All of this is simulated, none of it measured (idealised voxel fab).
process module | voxel fin reveal
cross-section cut | 235 nm wide | cells 5 nm
A cross-section is a grid of square cells, given in bands from the top down. A band is one or more rows of cells.
Each band's line starts with the height of the band's top and of its bottom, in nm. Then come its materials from left to right, each with its width in nm. One material with "throughout" fills the band from edge to edge. "air" is empty space.
Height 0 is the level under which the wafer as received is all one material. The lowest band goes on downwards, as in "0 down".
A width such as "30 to 40" changes by the same amount from each row of cells to the next, from the band's top row to its bottom row.
"no change" after a step means that no cell of the cross-section changed.
closed voids: empty space of 8 cells or more with no open way to the top, each as width x height at its distance from the left edge, in nm
after a step's settings: what the simulator itself notes on the step
overlay nm, on a step with a mask: how far to the right of its planned place the mask lay; to the left if negative
plan
1 op RECEIVE | material Si
2 op CONFORMAL_DEP | material SiN | thk nm 5
3 op PATTERN | tone cover | mask id FINS | material resist | width nm 15 | pitch nm 40 | thk nm 20 | overlay nm 0
4 op DIRECTIONAL_ETCH | etch materials SiN | depth nm 5
5 op DIRECTIONAL_ETCH | etch materials Si | depth nm 35
6 op STRIP | etch materials resist
7 op OXIDIZE | depth nm 5
8 op FILL_DEP | material SiO2 | thk nm 5
9 op CMP | height nm 5
10 op SELECTIVE_ETCH | etch materials SiO2 | depth nm 15
11 op STRIP | etch materials SiN
12 op CONFORMAL_DEP | material SiO2 | thk nm 5
first wafer, as planned
as received, after step 1
  0 down: Si throughout
  closed voids: none
after step 2
  5 to 0: SiN throughout
  below 0: unchanged
after step 3
  25 to 5: air 50 | resist 15 | air 25 | resist 15 | air 25 | resist 15 | air 25 | resist 15 | air 50
  below 5: unchanged
after step 4
  25 to 5: air 50 | resist 15 | air 25 | resist 15 | air 25 | resist 15 | air 25 | resist 15 | air 50
  5 to 0: air 50 | SiN 15 | air 25 | SiN 15 | air 25 | SiN 15 | air 25 | SiN 15 | air 50
  below 0: unchanged
after step 5
  25 to 5: air 50 | resist 15 | air 25 | resist 15 | air 25 | resist 15 | air 25 | resist 15 | air 50
  5 to 0: air 50 | SiN 15 | air 25 | SiN 15 | air 25 | SiN 15 | air 25 | SiN 15 | air 50
  0 to -35: air 50 | Si 15 | air 25 | Si 15 | air 25 | Si 15 | air 25 | Si 15 | air 50
  below -35: unchanged
after step 6
  5 to 0: air 50 | SiN 15 | air 25 | SiN 15 | air 25 | SiN 15 | air 25 | SiN 15 | air 50
  below 0: unchanged
after step 7
  5 to 0: air 50 | SiN 15 | air 25 | SiN 15 | air 25 | SiN 15 | air 25 | SiN 15 | air 50
  0 to -35: air 50 | SiO2 5 | Si 5 | SiO2 5 | air 25 | SiO2 5 | Si 5 | SiO2 5 | air 25 | SiO2 5 | Si 5 | SiO2 5 | air 25 | SiO2 5 | Si 5 | SiO2 5 | air 50
  -35 to -40: SiO2 55 | Si 5 | SiO2 35 | Si 5 | SiO2 35 | Si 5 | SiO2 35 | Si 5 | SiO2 55
  below -40: unchanged
after step 8
  10 to 5: SiO2 throughout
  5 to 0: SiO2 50 | SiN 15 | SiO2 25 | SiN 15 | SiO2 25 | SiN 15 | SiO2 25 | SiN 15 | SiO2 50
  0 to -40: SiO2 55 | Si 5 | SiO2 35 | Si 5 | SiO2 35 | Si 5 | SiO2 35 | Si 5 | SiO2 55
  below -40: unchanged
after step 9
  5 to 0: SiO2 50 | SiN 15 | SiO2 25 | SiN 15 | SiO2 25 | SiN 15 | SiO2 25 | SiN 15 | SiO2 50
  below 0: unchanged
after step 10
  5 to 0: air 50 | SiN 15 | air 25 | SiN 15 | air 25 | SiN 15 | air 25 | SiN 15 | air 50
  0 to -10: air 55 | Si 5 | air 35 | Si 5 | air 35 | Si 5 | air 35 | Si 5 | air 55
  below -10: unchanged
after step 11
  0 to -10: air 55 | Si 5 | air 35 | Si 5 | air 35 | Si 5 | air 35 | Si 5 | air 55
  below -10: unchanged
after step 12
  5 to 0: air 50 | SiO2 15 | air 25 | SiO2 15 | air 25 | SiO2 15 | air 25 | SiO2 15 | air 50
  0 to -5: air 50 | SiO2 5 | Si 5 | SiO2 5 | air 25 | SiO2 5 | Si 5 | SiO2 5 | air 25 | SiO2 5 | Si 5 | SiO2 5 | air 25 | SiO2 5 | Si 5 | SiO2 5 | air 50
  -5 to -40: SiO2 55 | Si 5 | SiO2 35 | Si 5 | SiO2 35 | Si 5 | SiO2 35 | Si 5 | SiO2 55
  below -40: unchanged
second wafer: like start, like plan, one mistake. Through step 9 it matches the first wafer
when step 10 should have ended
  5 to 0: air 50 | SiN 15 | air 25 | SiN 15 | air 25 | SiN 15 | air 25 | SiN 15 | air 50
  0 to -25: air 55 | Si 5 | air 35 | Si 5 | air 35 | Si 5 | air 35 | Si 5 | air 55
  below -25: unchanged
when step 11 should have ended
  0 to -25: air 55 | Si 5 | air 35 | Si 5 | air 35 | Si 5 | air 35 | Si 5 | air 55
  below -25: unchanged
when step 12 should have ended
  5 to 0: air 50 | SiO2 15 | air 25 | SiO2 15 | air 25 | SiO2 15 | air 25 | SiO2 15 | air 50
  0 to -20: air 50 | SiO2 5 | Si 5 | SiO2 5 | air 25 | SiO2 5 | Si 5 | SiO2 5 | air 25 | SiO2 5 | Si 5 | SiO2 5 | air 25 | SiO2 5 | Si 5 | SiO2 5 | air 50
  -20 to -40: SiO2 55 | Si 5 | SiO2 35 | Si 5 | SiO2 35 | Si 5 | SiO2 35 | Si 5 | SiO2 55
  below -40: unchanged
what went wrong: step 10 was run twice
at the end the second wafer has, in cells: 105 fewer of SiO2
